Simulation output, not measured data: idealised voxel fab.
Name of the process module below: voxel trench capacitor
For reference, the cross-section in this document is cut, with width 270 nm and square cells of 5 nm.
Cross-section spec: square-cell grid; bands listed top down; each band is one or more rows. Within each band entry, the heights of the top and of the bottom of the band appear first, in that order and in nm; the materials of the band then follow from left to right, each with its corresponding width in nm. The designation "edge to edge" on a single material indicates that it fills the band from edge to edge; the designation "empty" indicates empty space. Heights are reckoned from 0. Under this level, the received wafer is all of one material. The bottommost band is open-ended downward, for example "0..down". Width spec "30..40" -> top row of cells at first value, bottom row at second value, equal per-row change in between. What does "stayed the same" mean for a step? It means no cell of the cross-section changed in that step. Basically, "Voids, sealed" tells you about the enclosed voids: empty spaces with no open way to the top, 8 cells or bigger, each written width x height at distance, where distance is from the left edge, all in nm. after a step's settings: what the simulator itself notes on the step. "overlay nm", when on a step's line for a step with a mask, measures how far to the right of its planned place the mask lay; a negative measure means to the left.
-- Listed below are the process steps as planned
1: RECEIVE [material Si]
2: CONFORMAL_DEP [material SiN] [thk nm 5]
3: PATTERN [tone open] [mask id TRENCH] [material resist] [width nm 25] [pitch nm 50] [thk nm 20] [overlay nm 0]
4: DIRECTIONAL_ETCH [etch materials SiN] [depth nm 5]
5: DIRECTIONAL_ETCH [etch materials Si] [depth nm 40]
6: STRIP [etch materials resist]
7: CONFORMAL_DEP [material SiO2] [thk nm 5]
8: FILL_DEP [material polySi] [thk nm 5]
9: CMP [height nm 5]
-- As-received wafer cross-section (after step 1)
> 0..down  Si edge to edge
> Voids, sealed: none
-- Cross-section: first of two wafers, module finished, run according to plan
> 5..0  70 of SiN, then 5 of SiO2, then 15 of polySi, then 5 of SiO2, then 25 of SiN, then 5 of SiO2, then 15 of polySi, then 5 of SiO2, then 25 of SiN, then 5 of SiO2, then 15 of polySi, then 5 of SiO2, then 75 of SiN
> 0..-35  70 of Si, then 5 of SiO2, then 15 of polySi, then 5 of SiO2, then 25 of Si, then 5 of SiO2, then 15 of polySi, then 5 of SiO2, then 25 of Si, then 5 of SiO2, then 15 of polySi, then 5 of SiO2, then 75 of Si
> -35..-40  70 of Si, then 25 of SiO2, then 25 of Si, then 25 of SiO2, then 25 of Si, then 25 of SiO2, then 75 of Si
> -40..down  Si edge to edge
> Voids, sealed: none
-- Here's the second of our two wafers sectioned at module end. Same start as the first, same plan, but one mistake got made running it
> 5..0  65 of polySi, then 5 of SiO2, then 25 of SiN, then 5 of SiO2, then 15 of polySi, then 5 of SiO2, then 25 of SiN, then 5 of SiO2, then 15 of polySi, then 5 of SiO2, then 25 of SiN, then 5 of SiO2, then 70 of polySi
> 0..-35  65 of polySi, then 5 of SiO2, then 25 of Si, then 5 of SiO2, then 15 of polySi, then 5 of SiO2, then 25 of Si, then 5 of SiO2, then 15 of polySi, then 5 of SiO2, then 25 of Si, then 5 of SiO2, then 70 of polySi
> -35..-40  70 of SiO2, then 25 of Si, then 25 of SiO2, then 25 of Si, then 25 of SiO2, then 25 of Si, then 75 of SiO2
> -40..down  Si edge to edge
> Voids, sealed: none
Finding, execution versus plan: it should be noted that step 3 was executed with settings other than those planned, the operation and settings actually applied being PATTERN [tone cover] [mask id TRENCH] [material resist] [width nm 25] [pitch nm 50] [thk nm 20] [overlay nm 0]
Final wafer comparison in cells, second versus first, more or fewer per material: 192 fewer of Si; 24 fewer of SiN; 24 more of SiO2; 192 more of polySi
